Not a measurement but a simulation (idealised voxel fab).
Herein follows the process module entitled voxel capacitor over wiring.
Each square cell in cross-section cut measures 5 nm, and the section as a whole is 180 nm wide.
A cross-section in this document is a grid of square cells, and it is written down as bands, the top band listed before the ones below it; a band is made up of one or more rows of cells. Per band: top height and bottom height in nm, followed by the left-to-right materials and their widths in nm; "throughout" marks a single material spanning edge to edge, "air" marks empty space. Heights are measured from 0, the level below which the as-received wafer is all one material; the lowest band has no bottom and continues downward, written as in "0 and below". Note: "30 to 40" means the width goes from the first number (top row of the band) to the second number (bottom row) in equal steps per row of cells. Step marked "nothing altered"? Then no cell in the cross-section changed in it. The entry "Trapped cavities" lists the empty spaces that cover at least 8 cells and have no open path to the top. Each is written as width x height at distance, where the distance is measured from the left edge and all three values are in nm. Note: text after step settings on the step line = simulator remark on that step. The line of a step may include "overlay nm". On a step with a mask, this value is how far to the right of its planned place the mask lay. A negative value means the mask lay to the left.

### List of planned process steps
step 1: op RECEIVE | material Si
step 2: op CONFORMAL_DEP | material SiO2 | thk nm 10
step 3: op DIRECTIONAL_DEP | material TiN | thk nm 5
step 4: op DIRECTIONAL_DEP | material Ru | thk nm 15
step 5: op PATTERN | tone cover | mask id METAL_1 | material resist | width nm 25 | pitch nm 85 | thk nm 20 | overlay nm 0
step 6: op DIRECTIONAL_ETCH | etch materials Ru | depth nm 15
step 7: op DIRECTIONAL_ETCH | etch materials TiN | depth nm 5
step 8: op STRIP | etch materials resist
step 9: op CONFORMAL_DEP | material SiCN | thk nm 5
step 10: op FILL_DEP | material SiO2 | thk nm 10
step 11: op CMP | height nm 30
step 12: op CONFORMAL_DEP | material SiCN | thk nm 5
step 13: op DIRECTIONAL_DEP | material SiO2 | thk nm 15
step 14: op DIRECTIONAL_DEP | material aC | thk nm 10
step 15: op PATTERN | tone open | mask id PLUG_1 | material resist | width nm 15 | thk nm 25 | overlay nm 0
step 16: op DIRECTIONAL_ETCH | etch materials aC | depth nm 10
step 17: op STRIP | etch materials resist
step 18: op DIRECTIONAL_ETCH | etch materials SiO2 | depth nm 15
step 19: op DIRECTIONAL_ETCH | etch materials SiCN | depth nm 5
step 20: op STRIP | etch materials aC
step 21: op EPI | material Ru | thk nm 10
step 22: op EPI | material Ru | thk nm 10
step 23: op DIRECTIONAL_DEP | material TiN | thk nm 10
step 24: op DIRECTIONAL_DEP | material SiN | thk nm 5
step 25: op DIRECTIONAL_DEP | material TiN | thk nm 5
step 26: op DIRECTIONAL_DEP | material aC | thk nm 15
step 27: op PATTERN | tone cover | mask id UPPER_PLATE | material resist | width nm 65 | thk nm 35 | overlay nm 0
step 28: op DIRECTIONAL_ETCH | etch materials aC | depth nm 15
step 29: op STRIP | etch materials resist
step 30: op DIRECTIONAL_ETCH | etch materials TiN | depth nm 5
step 31: op DIRECTIONAL_ETCH | etch materials SiN | depth nm 5
step 32: op STRIP | etch materials aC
step 33: op PATTERN | tone cover | mask id LOWER_PLATE | material resist | width nm 75 | thk nm 15 | overlay nm 0
step 34: op DIRECTIONAL_ETCH | etch materials TiN | depth nm 10
step 35: op STRIP | etch materials resist
step 36: op FILL_DEP | material SiO2 | thk nm 15
step 37: op CMP | height nm 80
step 38: op MASKED_ETCH | tone open | mask id PLUG_2 | width nm 15 | etch materials SiO2 | depth nm 10 | overlay nm 0
step 39: op CONFORMAL_DEP | material TiN | thk nm 5
step 40: op FILL_DEP | material Cu | thk nm 10
step 41: op CMP | height nm 80
step 42: op CONFORMAL_DEP | material SiN | thk nm 5

### First wafer out of two, processed as planned

### Incoming wafer in cross-section (state: after step 1)
- 0 and below  Si throughout
- Trapped cavities: none

### Step 2 done - wafer cross-section
- 10 down to 0  SiO2 throughout
- Whatever lies below 0 is exactly as it was before.

### Step 3 done - wafer cross-section
- 15 down to 10  TiN throughout
- Whatever lies below 10 is exactly as it was before.

### Step 4 done - wafer cross-section
- 30 down to 15  Ru throughout
- Whatever lies below 15 is exactly as it was before.

### Step 5 done - wafer cross-section
- 50 down to 30  air: 35, resist: 25, air: 60, resist: 25, air: 35
- Whatever lies below 30 is exactly as it was before.

### Step 6 done - wafer cross-section
- 50 down to 30  air: 35, resist: 25, air: 60, resist: 25, air: 35
- 30 down to 15  air: 35, Ru: 25, air: 60, Ru: 25, air: 35
- Whatever lies below 15 is exactly as it was before.

### Step 7 done - wafer cross-section
- 50 down to 30  air: 35, resist: 25, air: 60, resist: 25, air: 35
- 30 down to 15  air: 35, Ru: 25, air: 60, Ru: 25, air: 35
- 15 down to 10  air: 35, TiN: 25, air: 60, TiN: 25, air: 35
- Whatever lies below 10 is exactly as it was before.

### Step 8 done - wafer cross-section
- 30 down to 15  air: 35, Ru: 25, air: 60, Ru: 25, air: 35
- Whatever lies below 15 is exactly as it was before.

### Step 9 done - wafer cross-section
- 35 down to 30  air: 30, SiCN: 35, air: 50, SiCN: 35, air: 30
- 30 down to 15  air: 30, SiCN: 5, Ru: 25, SiCN: 5, air: 50, SiCN: 5, Ru: 25, SiCN: 5, air: 30
- 15 down to 10  SiCN: 35, TiN: 25, SiCN: 60, TiN: 25, SiCN: 35
- Whatever lies below 10 is exactly as it was before.

### Step 10 done - wafer cross-section
- 45 down to 35  SiO2 throughout
- 35 down to 30  SiO2: 30, SiCN: 35, SiO2: 50, SiCN: 35, SiO2: 30
- 30 down to 15  SiO2: 30, SiCN: 5, Ru: 25, SiCN: 5, SiO2: 50, SiCN: 5, Ru: 25, SiCN: 5, SiO2: 30
- Whatever lies below 15 is exactly as it was before.

### Step 11 done - wafer cross-section
- 30 down to 15  SiO2: 30, SiCN: 5, Ru: 25, SiCN: 5, SiO2: 50, SiCN: 5, Ru: 25, SiCN: 5, SiO2: 30
- Whatever lies below 15 is exactly as it was before.

### Step 12 done - wafer cross-section
- 35 down to 30  SiCN throughout
- Whatever lies below 30 is exactly as it was before.

### Step 13 done - wafer cross-section
- 50 down to 35  SiO2 throughout
- Whatever lies below 35 is exactly as it was before.

### Step 14 done - wafer cross-section
- 60 down to 50  aC throughout
- Whatever lies below 50 is exactly as it was before.

### Step 15 done - wafer cross-section
- 85 down to 60  resist: 45, air: 15, resist: 120
- Whatever lies below 60 is exactly as it was before.

### Step 16 done - wafer cross-section
- 75 down to 60  resist: 45, air: 15, resist: 120
- 60 down to 50  aC: 45, air: 15, aC: 120
- Whatever lies below 50 is exactly as it was before.

### Step 17 done - wafer cross-section
- 60 down to 50  aC: 45, air: 15, aC: 120
- Whatever lies below 50 is exactly as it was before.

### Step 18 done - wafer cross-section
- 60 down to 50  aC: 45, air: 15, aC: 120
- 50 down to 35  SiO2: 45, air: 15, SiO2: 120
- Whatever lies below 35 is exactly as it was before.

### Step 19 done - wafer cross-section
- 60 down to 50  aC: 45, air: 15, aC: 120
- 50 down to 35  SiO2: 45, air: 15, SiO2: 120
- 35 down to 30  SiCN: 45, air: 15, SiCN: 120
- Whatever lies below 30 is exactly as it was before.

### Step 20 done - wafer cross-section
- 50 down to 35  SiO2: 45, air: 15, SiO2: 120
- Whatever lies below 35 is exactly as it was before.

### Step 21 done - wafer cross-section
- 50 down to 40  SiO2: 45, air: 15, SiO2: 120
- 40 down to 35  SiO2: 45, Ru: 15, SiO2: 120
- 35 down to 30  SiCN: 45, Ru: 15, SiCN: 120
- Whatever lies below 30 is exactly as it was before.

### Step 22 done - wafer cross-section
- 50 down to 35  SiO2: 45, Ru: 15, SiO2: 120
- Whatever lies below 35 is exactly as it was before.

### Step 23 done - wafer cross-section
- 60 down to 50  TiN throughout
- Whatever lies below 50 is exactly as it was before.

### Step 24 done - wafer cross-section
- 65 down to 60  SiN throughout
- Whatever lies below 60 is exactly as it was before.

### Step 25 done - wafer cross-section
- 70 down to 65  TiN throughout
- Whatever lies below 65 is exactly as it was before.

### Step 26 done - wafer cross-section
- 85 down to 70  aC throughout
- Whatever lies below 70 is exactly as it was before.

### Step 27 done - wafer cross-section
- 120 down to 85  air: 45, resist: 65, air: 70
- Whatever lies below 85 is exactly as it was before.

### Step 28 done - wafer cross-section
- 105 down to 85  air: 45, resist: 65, air: 70
- 85 down to 70  air: 45, aC: 65, air: 70
- Whatever lies below 70 is exactly as it was before.

### Step 29 done - wafer cross-section
- 85 down to 70  air: 45, aC: 65, air: 70
- Whatever lies below 70 is exactly as it was before.

### Step 30 done - wafer cross-section
- 85 down to 70  air: 45, aC: 65, air: 70
- 70 down to 65  air: 45, TiN: 65, air: 70
- Whatever lies below 65 is exactly as it was before.

### Step 31 done - wafer cross-section
- 85 down to 70  air: 45, aC: 65, air: 70
- 70 down to 65  air: 45, TiN: 65, air: 70
- 65 down to 60  air: 45, SiN: 65, air: 70
- Whatever lies below 60 is exactly as it was before.

### Step 32 done - wafer cross-section
- 70 down to 65  air: 45, TiN: 65, air: 70
- Whatever lies below 65 is exactly as it was before.

### Step 33 done - wafer cross-section
- 85 down to 70  air: 40, resist: 75, air: 65
- 70 down to 65  air: 40, resist: 5, TiN: 65, resist: 5, air: 65
- 65 down to 60  air: 40, resist: 5, SiN: 65, resist: 5, air: 65
- Whatever lies below 60 is exactly as it was before.

### Step 34 done - wafer cross-section
- 85 down to 70  air: 40, resist: 75, air: 65
- 70 down to 65  air: 40, resist: 5, TiN: 65, resist: 5, air: 65
- 65 down to 60  air: 40, resist: 5, SiN: 65, resist: 5, air: 65
- 60 down to 50  air: 40, TiN: 75, air: 65
- Whatever lies below 50 is exactly as it was before.

### Step 35 done - wafer cross-section
- 70 down to 65  air: 45, TiN: 65, air: 70
- 65 down to 60  air: 45, SiN: 65, air: 70
- Whatever lies below 60 is exactly as it was before.

### Step 36 done - wafer cross-section
- 85 down to 70  SiO2 throughout
- 70 down to 65  SiO2: 45, TiN: 65, SiO2: 70
- 65 down to 60  SiO2: 45, SiN: 65, SiO2: 70
- 60 down to 50  SiO2: 40, TiN: 75, SiO2: 65
- Whatever lies below 50 is exactly as it was before.

### Step 37 done - wafer cross-section
- 80 down to 70  SiO2 throughout
- Whatever lies below 70 is exactly as it was before.

### Step 38 done - wafer cross-section
- 80 down to 70  SiO2: 55, air: 15, SiO2: 110
- Whatever lies below 70 is exactly as it was before.

### Step 39 done - wafer cross-section
- 85 down to 80  TiN: 60, air: 5, TiN: 115
- 80 down to 75  SiO2: 55, TiN: 5, air: 5, TiN: 5, SiO2: 110
- 75 down to 65  SiO2: 55 to 45, TiN: 15 to 65, SiO2: 110 to 70
- Whatever lies below 65 is exactly as it was before.

### Step 40 done - wafer cross-section
- 95 down to 85  Cu throughout
- 85 down to 80  TiN: 60, Cu: 5, TiN: 115
- 80 down to 75  SiO2: 55, TiN: 5, Cu: 5, TiN: 5, SiO2: 110
- Whatever lies below 75 is exactly as it was before.

### Step 41 done - wafer cross-section
- 80 down to 75  SiO2: 55, TiN: 5, Cu: 5, TiN: 5, SiO2: 110
- Whatever lies below 75 is exactly as it was before.

### Step 42 done - wafer cross-section
- 85 down to 80  SiN throughout
- Whatever lies below 80 is exactly as it was before.

### Wafer two of two - same starting point, same process plan, one mistake in execution; matches wafer one up to and including step 26

### Second wafer, sectioned view, at step 27's planned end time
- 120 down to 85  air: 55, resist: 65, air: 60
- Whatever lies below 85 is exactly as it was before.

### Second wafer, sectioned view, at step 28's planned end time
- 105 down to 85  air: 55, resist: 65, air: 60
- 85 down to 70  air: 55, aC: 65, air: 60
- Whatever lies below 70 is exactly as it was before.

### Second wafer, sectioned view, at step 29's planned end time
- 85 down to 70  air: 55, aC: 65, air: 60
- Whatever lies below 70 is exactly as it was before.

### Second wafer, sectioned view, at step 30's planned end time
- 85 down to 70  air: 55, aC: 65, air: 60
- 70 down to 65  air: 55, TiN: 65, air: 60
- Whatever lies below 65 is exactly as it was before.

### Second wafer, sectioned view, at step 31's planned end time
- 85 down to 70  air: 55, aC: 65, air: 60
- 70 down to 65  air: 55, TiN: 65, air: 60
- 65 down to 60  air: 55, SiN: 65, air: 60
- Whatever lies below 60 is exactly as it was before.

### Second wafer, sectioned view, at step 32's planned end time
- 70 down to 65  air: 55, TiN: 65, air: 60
- Whatever lies below 65 is exactly as it was before.

### Second wafer, sectioned view, at step 33's planned end time
- 85 down to 70  air: 40, resist: 75, air: 65
- 70 down to 65  air: 40, resist: 15, TiN: 65, air: 60
- 65 down to 60  air: 40, resist: 15, SiN: 65, air: 60
- Whatever lies below 60 is exactly as it was before.

### Second wafer, sectioned view, at step 34's planned end time
- 85 down to 70  air: 40, resist: 75, air: 65
- 70 down to 65  air: 40, resist: 15, TiN: 60, air: 65
- 65 down to 60  air: 40, resist: 15, SiN: 65, air: 60
- 60 down to 50  air: 40, TiN: 80, air: 60
- Whatever lies below 50 is exactly as it was before.

### Second wafer, sectioned view, at step 35's planned end time
- 70 down to 65  air: 55, TiN: 60, air: 65
- 65 down to 60  air: 55, SiN: 65, air: 60
- Whatever lies below 60 is exactly as it was before.

### Second wafer, sectioned view, at step 36's planned end time
- 85 down to 70  SiO2 throughout
- 70 down to 65  SiO2: 55, TiN: 60, SiO2: 65
- 65 down to 60  SiO2: 55, SiN: 65, SiO2: 60
- 60 down to 50  SiO2: 40, TiN: 80, SiO2: 60
- Whatever lies below 50 is exactly as it was before.

### Second wafer, sectioned view, at step 37's planned end time
- 80 down to 70  SiO2 throughout
- Whatever lies below 70 is exactly as it was before.

### Second wafer, sectioned view, at step 38's planned end time
- 80 down to 70  SiO2: 55, air: 15, SiO2: 110
- Whatever lies below 70 is exactly as it was before.

### Second wafer, sectioned view, at step 39's planned end time
- 85 down to 80  TiN: 60, air: 5, TiN: 115
- 80 down to 75  SiO2: 55, TiN: 5, air: 5, TiN: 5, SiO2: 110
- 75 down to 65  SiO2: 55, TiN: 15 to 60, SiO2: 110 to 65
- Whatever lies below 65 is exactly as it was before.

### Second wafer, sectioned view, at step 40's planned end time
- 95 down to 85  Cu throughout
- 85 down to 80  TiN: 60, Cu: 5, TiN: 115
- 80 down to 75  SiO2: 55, TiN: 5, Cu: 5, TiN: 5, SiO2: 110
- Whatever lies below 75 is exactly as it was before.

### Second wafer, sectioned view, at step 41's planned end time
- 80 down to 75  SiO2: 55, TiN: 5, Cu: 5, TiN: 5, SiO2: 110
- Whatever lies below 75 is exactly as it was before.

### Second wafer, sectioned view, at step 42's planned end time
- 85 down to 80  SiN throughout
- Whatever lies below 80 is exactly as it was before.
Diagnosis: step 27 went in with a setting other than planned; the actual run was op PATTERN | tone cover | mask id UPPER_PLATE | material resist | width nm 65 | thk nm 35 | overlay nm 10
Final cells, second wafer relative to first, materials higher or lower: 1 fewer of SiO2, 1 more of TiN
